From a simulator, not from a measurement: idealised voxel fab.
Title: Process Module voxel trench capacitor
The cross-section on display is named cut; it measures 230 nm wide, and its cells are 5 nm squares.
A cross-section is a grid of square cells, given in bands from the top down. A band is one or more rows of cells.
For a band, the entry starts with two heights in nm, that of the top and then that of the bottom, and carries on with the band's materials in order from left to right, each alongside its width in nm; the word "full width" beside a single material means it fills the band edge to edge, and "blank" means empty space.
Beneath 0, the wafer as received is one material, and that level is where height counting begins. The lowest band goes on downward without a bottom; it is written like "0 nm and below".
With a width like "30->40", each row of cells in the band differs from the next by the same amount, the top row carrying the first number and the bottom row the second.
Basically "nothing changed" means that step didn't change any cell in the cross-section.
"Sealed void listing" contains a list of empty spaces, each no smaller than 8 cells and without an open way to the top, written in the form width x height at distance with the distance from the left edge and all three in nm.
On a step's line, text after the settings is the simulator commenting on that step.
overlay nm: step with mask; distance mask lay right of planned place; negative value = left of planned place.

**Planned step list for the process**
- 1: RECEIVE | material Si
- 2: CONFORMAL_DEP | material SiN | thk nm 10
- 3: PATTERN | tone open | mask id TRENCH | material resist | width nm 25 | pitch nm 55 | thk nm 15 | overlay nm 0
- 4: DIRECTIONAL_ETCH | etch materials SiN | depth nm 10
- 5: DIRECTIONAL_ETCH | etch materials Si | depth nm 30
- 6: STRIP | etch materials resist
- 7: CONFORMAL_DEP | material Al2O3 | thk nm 5
- 8: FILL_DEP | material polySi | thk nm 10
- 9: CMP | height nm 10

**Wafer as received: cross-section following step 1**
> 0 nm and below  Si full width
> Sealed void listing: none

**End-of-module cross-section. Starting structure and process plan as above; one mistake made in running it**
> 25 nm to 15 nm  polySi full width
> 15 nm to 10 nm  50 nm Al2O3, 15 nm polySi, 40 nm Al2O3, 15 nm polySi, 40 nm Al2O3, 15 nm polySi, 55 nm Al2O3
> 10 nm to 0 nm  45 nm SiN, 5 nm Al2O3, 15 nm polySi, 5 nm Al2O3, 30 nm SiN, 5 nm Al2O3, 15 nm polySi, 5 nm Al2O3, 30 nm SiN, 5 nm Al2O3, 15 nm polySi, 5 nm Al2O3, 50 nm SiN
> 0 nm to -25 nm  45 nm Si, 5 nm Al2O3, 15 nm polySi, 5 nm Al2O3, 30 nm Si, 5 nm Al2O3, 15 nm polySi, 5 nm Al2O3, 30 nm Si, 5 nm Al2O3, 15 nm polySi, 5 nm Al2O3, 50 nm Si
> -25 nm to -30 nm  45 nm Si, 25 nm Al2O3, 30 nm Si, 25 nm Al2O3, 30 nm Si, 25 nm Al2O3, 50 nm Si
> -30 nm and below  Si full width
> Sealed void listing: none
Plan not followed: plan step 9: skipped, not run
